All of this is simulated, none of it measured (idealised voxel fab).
process module | voxel double patterning
cross-section cut | 175 nm wide | cells 5 nm
A cross-section is a grid of square cells, given in bands from the top down. A band is one or more rows of cells.
Each band's line starts with the height of the band's top and of its bottom, in nm. Then come its materials from left to right, each with its width in nm. One material with "throughout" fills the band from edge to edge. "air" is empty space.
Height 0 is the level under which the wafer as received is all one material. The lowest band goes on downwards, as in "0 down".
A width such as "30 to 40" changes by the same amount from each row of cells to the next, from the band's top row to its bottom row.
"no change" after a step means that no cell of the cross-section changed.
closed voids: empty space of 8 cells or more with no open way to the top, each as width x height at its distance from the left edge, in nm
after a step's settings: what the simulator itself notes on the step
overlay nm, on a step with a mask: how far to the right of its planned place the mask lay; to the left if negative
plan
1 op RECEIVE | material Si
2 op CONFORMAL_DEP | material SiO2 | thk nm 10
3 op DIRECTIONAL_DEP | material W | thk nm 10
4 op DIRECTIONAL_DEP | material SiCN | thk nm 5
5 op DIRECTIONAL_DEP | material aC | thk nm 10
6 op PATTERN | tone open | mask id FIRST | material resist | width nm 15 | pitch nm 50 | thk nm 25 | overlay nm 0
7 op DIRECTIONAL_ETCH | etch materials aC | depth nm 10
8 op STRIP | etch materials resist
9 op DIRECTIONAL_ETCH | etch materials SiCN | depth nm 5
10 op STRIP | etch materials aC
11 op PATTERN | tone open | mask id SECOND | material resist | width nm 15 | pitch nm 50 | thk nm 15 | overlay nm 0
12 op DIRECTIONAL_ETCH | etch materials SiCN | depth nm 5
13 op STRIP | etch materials resist
14 op DIRECTIONAL_ETCH | etch materials W | depth nm 10
15 op STRIP | etch materials SiCN
as received, after step 1
  0 down: Si throughout
  closed voids: none
first wafer at the end, as planned
  20 to 10: W 30 | air 15 | W 10 | air 15 | W 10 | air 15 | W 10 | air 15 | W 10 | air 15 | W 30
  10 to 0: SiO2 throughout
  0 down: Si throughout
  closed voids: none
second wafer at the end: like start, like plan, one mistake
  20 to 10: W 30 | air 15 | W 10 | air 15 | W 10 | air 15 | W 10 | air 15 | W 10 | air 15 | W 30
  10 to 0: aC throughout
  0 down: Si throughout
  closed voids: none
what went wrong: step 2 ran as: op CONFORMAL_DEP | material aC | thk nm 10
at the end the second wafer has, in cells: 70 fewer of SiO2 | 70 more of aC
